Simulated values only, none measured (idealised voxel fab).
Process module, titled voxel released beams
Section cut is 155 nm wide and gridded with 5 nm square cells.
The cross-sections in this document take the form of a grid made of square cells. They are written out as bands, in order from top to bottom. Each band consists of one or more rows of cells. The band entry comprises the height of the band's top followed by the height of its bottom, expressed in nm, and subsequently the band's materials from left to right, each stated together with its width in nm. Where a single material is marked with the word "full width", that material fills the band from edge to edge. The word "empty" represents empty space. Beneath 0, the wafer as received is one material, and that level is where height counting begins. The lowest band goes on downward without a bottom; it is written like "0 nm and below". You'd read "30..40" like this: the band's top row of cells is as wide as the first number, its bottom row is as wide as the second, and going down, every row changes width by the same amount as the row before did. "all unchanged" -> step changed no cross-section cell. Listed in "Completely enclosed voids": every empty space of 8 or more cells without an open way to the top. Form: width x height at distance, the distance being from the left edge, all in nm. The remark found on a step's line after its settings is issued by the simulator itself and pertains to that step. The optional step-line setting "overlay nm" applies to steps with a mask and quantifies how far to the right of its planned location the mask lay, a negative value indicating leftward placement.

The following list gives the planned process steps
1 RECEIVE with material Si
2 CONFORMAL_DEP with material SiN, thk nm 5
3 DIRECTIONAL_DEP with material SiO2, thk nm 15
4 MASKED_ETCH with tone open, mask id ANCHOR, width nm 35, etch materials SiO2, depth nm 15, overlay nm 0
5 CONFORMAL_DEP with material W, thk nm 15
6 DIRECTIONAL_DEP with material aC, thk nm 15
7 PATTERN with tone cover, mask id BEAM, material resist, width nm 90, thk nm 30, overlay nm 0
8 DIRECTIONAL_ETCH with etch materials aC, depth nm 15
9 STRIP with etch materials resist
10 DIRECTIONAL_ETCH with etch materials W, depth nm 15
11 STRIP with etch materials aC
12 STRIP with etch materials SiO2

Below: the first of two wafers, run as planned

Received-state cross-section, reflecting completion of step 1
  0 nm and below = Si full width
  Completely enclosed voids: none

Presented here is a cross-section of the wafer after step 2 has been performed
  5 nm to 0 nm = SiN full width
  Everything under 0 stays put, no change at all.

Presented here is a cross-section of the wafer after step 3 has been performed
  20 nm to 5 nm = SiO2 full width
  Everything under 5 stays put, no change at all.

Presented here is a cross-section of the wafer after step 4 has been performed
  20 nm to 5 nm = SiO2 35, empty 35, SiO2 85
  Everything under 5 stays put, no change at all.

Presented here is a cross-section of the wafer after step 5 has been performed
  35 nm to 20 nm = W 50, empty 5, W 100
  20 nm to 5 nm = SiO2 35, W 35, SiO2 85
  Everything under 5 stays put, no change at all.

Presented here is a cross-section of the wafer after step 6 has been performed
  50 nm to 35 nm = aC 50, empty 5, aC 100
  35 nm to 20 nm = W 50, aC 5, W 100
  Everything under 20 stays put, no change at all.

Presented here is a cross-section of the wafer after step 7 has been performed
  80 nm to 50 nm = empty 30, resist 90, empty 35
  50 nm to 35 nm = aC 50, resist 5, aC 100
  Everything under 35 stays put, no change at all.

Presented here is a cross-section of the wafer after step 8 has been performed
  65 nm to 50 nm = empty 30, resist 90, empty 35
  50 nm to 35 nm = empty 30, aC 20, resist 5, aC 65, empty 35
  Everything under 35 stays put, no change at all.

Presented here is a cross-section of the wafer after step 9 has been performed
  50 nm to 35 nm = empty 30, aC 20, empty 5, aC 65, empty 35
  Everything under 35 stays put, no change at all.

Presented here is a cross-section of the wafer after step 10 has been performed
  50 nm to 35 nm = empty 30, aC 20, empty 5, aC 65, empty 35
  35 nm to 20 nm = empty 30, W 20, aC 5, W 65, empty 35
  Everything under 20 stays put, no change at all.

Presented here is a cross-section of the wafer after step 11 has been performed
  35 nm to 20 nm = empty 30, W 20, empty 5, W 65, empty 35
  Everything under 20 stays put, no change at all.

Presented here is a cross-section of the wafer after step 12 has been performed
  35 nm to 20 nm = empty 30, W 20, empty 5, W 65, empty 35
  20 nm to 5 nm = empty 35, W 35, empty 85
  Everything under 5 stays put, no change at all.

Here the second wafer is described. Its start and its plan were those of the first wafer. Its run contained one mistake. Up to and including step 6, it did exactly what the first wafer did

Cross-section of the second wafer at the time by which step 7 should have been completed according to the plan
  80 nm to 50 nm = empty 20, resist 90, empty 45
  50 nm to 35 nm = aC 50, resist 5, aC 100
  Everything under 35 stays put, no change at all.

Cross-section of the second wafer at the time by which step 8 should have been completed according to the plan
  65 nm to 50 nm = empty 20, resist 90, empty 45
  50 nm to 35 nm = empty 20, aC 30, resist 5, aC 55, empty 45
  Everything under 35 stays put, no change at all.

Cross-section of the second wafer at the time by which step 9 should have been completed according to the plan
  50 nm to 35 nm = empty 20, aC 30, empty 5, aC 55, empty 45
  Everything under 35 stays put, no change at all.

Cross-section of the second wafer at the time by which step 10 should have been completed according to the plan
  50 nm to 35 nm = empty 20, aC 30, empty 5, aC 55, empty 45
  35 nm to 20 nm = empty 20, W 30, aC 5, W 55, empty 45
  Everything under 20 stays put, no change at all.

Cross-section of the second wafer at the time by which step 11 should have been completed according to the plan
  35 nm to 20 nm = empty 20, W 30, empty 5, W 55, empty 45
  Everything under 20 stays put, no change at all.

Cross-section of the second wafer at the time by which step 12 should have been completed according to the plan
  35 nm to 20 nm = empty 20, W 30, empty 5, W 55, empty 45
  20 nm to 5 nm = empty 35, W 35, empty 85
  Everything under 5 stays put, no change at all.
So what did we get wrong on this run? not per plan at step 7, really ran PATTERN with tone cover, mask id BEAM, material resist, width nm 90, thk nm 30, overlay nm -10
If you tally the cells, the second wafer ends up with the same amount of every material as the first; it's all just sitting in different places.
